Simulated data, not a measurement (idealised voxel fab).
Documented hereafter: the process module known as voxel tone inversion.
Pictured: cross-section cut, 220 nm wide, on a grid of 5 nm square cells.
In this document a cross-section is written as a grid of square cells. It is given as a series of bands, listed from the top down, and a band is one or more rows of cells.
This entry defines a band. It first specifies the height of the band's top and the height of its bottom in nm, and then specifies the band's materials from left to right, stating each material with its width in nm. The word "all across" identifies a single material that fills the band from edge to edge, while the word "blank" identifies empty space.
Measure heights from 0. That's the level where, below it, the as-received wafer is all one material. The lowest band is bottomless and extends downward; write it as in "0 -> down".
When a width is written as two numbers, as in "30->40", the first number is the width in the top row of cells of the band and the second is the width in its bottom row, and the width changes by the same amount from each row to the next.
"remained the same" -> step changed no cross-section cell.
In the "Sealed-off cavities" entry, you get each enclosed empty space of 8 cells or more, one with no open way to the top, written width x height at distance, distance from the left edge, in nm.
Anything after a step's settings on that line? It's the simulator's own note about the step.
When a step includes a mask, the "overlay nm" setting on its line states how far to the right of its planned place that mask lay, and negative values state how far to the left.

THIS SECTION LISTS THE PROCESS STEPS THAT WERE PLANNED
step 1: RECEIVE [material Si]
step 2: CONFORMAL_DEP [material SiN] [thk nm 5]
step 3: DIRECTIONAL_DEP [material polySi] [thk nm 20]
step 4: PATTERN [tone cover] [mask id POSTS] [material resist] [width nm 15] [pitch nm 45] [thk nm 25] [overlay nm 0]
step 5: DIRECTIONAL_ETCH [etch materials polySi] [depth nm 20]
step 6: STRIP [etch materials resist]
step 7: FILL_DEP [material lowk] [thk nm 10]
step 8: CMP [height nm 25]
step 9: STRIP [etch materials polySi]

FIRST OF TWO WAFERS, WITH THE RUN CARRIED OUT AS PLANNED

WAFER CROSS-SECTION ON RECEIPT, I.E. AFTER STEP 1
* 0 -> down = Si all across
* Sealed-off cavities: none

AFTER STEP 2: WAFER CROSS-SECTION
* 5 -> 0 = SiN all across
* Below 0 it's all the same as before, nothing changed down there.

AFTER STEP 3: WAFER CROSS-SECTION
* 25 -> 5 = polySi all across
* Below 5 it's all the same as before, nothing changed down there.

AFTER STEP 4: WAFER CROSS-SECTION
* 50 -> 25 = 35 of blank  15 of resist  30 of blank  15 of resist  30 of blank  15 of resist  30 of blank  15 of resist  35 of blank
* Below 25 it's all the same as before, nothing changed down there.

AFTER STEP 5: WAFER CROSS-SECTION
* 50 -> 25 = 35 of blank  15 of resist  30 of blank  15 of resist  30 of blank  15 of resist  30 of blank  15 of resist  35 of blank
* 25 -> 5 = 35 of blank  15 of polySi  30 of blank  15 of polySi  30 of blank  15 of polySi  30 of blank  15 of polySi  35 of blank
* Below 5 it's all the same as before, nothing changed down there.

AFTER STEP 6: WAFER CROSS-SECTION
* 25 -> 5 = 35 of blank  15 of polySi  30 of blank  15 of polySi  30 of blank  15 of polySi  30 of blank  15 of polySi  35 of blank
* Below 5 it's all the same as before, nothing changed down there.

AFTER STEP 7: WAFER CROSS-SECTION
* 35 -> 25 = lowk all across
* 25 -> 5 = 35 of lowk  15 of polySi  30 of lowk  15 of polySi  30 of lowk  15 of polySi  30 of lowk  15 of polySi  35 of lowk
* Below 5 it's all the same as before, nothing changed down there.

AFTER STEP 8: WAFER CROSS-SECTION
* 25 -> 5 = 35 of lowk  15 of polySi  30 of lowk  15 of polySi  30 of lowk  15 of polySi  30 of lowk  15 of polySi  35 of lowk
* Below 5 it's all the same as before, nothing changed down there.

AFTER STEP 9: WAFER CROSS-SECTION
* 25 -> 5 = 35 of lowk  15 of blank  30 of lowk  15 of blank  30 of lowk  15 of blank  30 of lowk  15 of blank  35 of lowk
* Below 5 it's all the same as before, nothing changed down there.

IT IS TO BE NOTED THAT THE SECOND WAFER PROCEEDED FROM THE SAME INITIAL STATE AND ACCORDING TO THE SAME PLAN AS THE FIRST, ALTHOUGH ONE MISTAKE WAS COMMITTED IN ITS EXECUTION; THROUGH STEP 7, INCLUSIVE, THE TWO WAFERS SHARE AN IDENTICAL HISTORY

SECOND WAFER: CROSS-SECTION AT THE SCHEDULED END OF STEP 8
* 15 -> 5 = 35 of lowk  15 of polySi  30 of lowk  15 of polySi  30 of lowk  15 of polySi  30 of lowk  15 of polySi  35 of lowk
* Below 5 it's all the same as before, nothing changed down there.

SECOND WAFER: CROSS-SECTION AT THE SCHEDULED END OF STEP 9
* 15 -> 5 = 35 of lowk  15 of blank  30 of lowk  15 of blank  30 of lowk  15 of blank  30 of lowk  15 of blank  35 of lowk
* Below 5 it's all the same as before, nothing changed down there.
What was the processing mistake? step 8 ran with different settings than intended, the actual operation and settings being CMP [height nm 15]
The closing comparison, in cells, has the second wafer with more or fewer of some materials than the first: lowk: 64 fewer
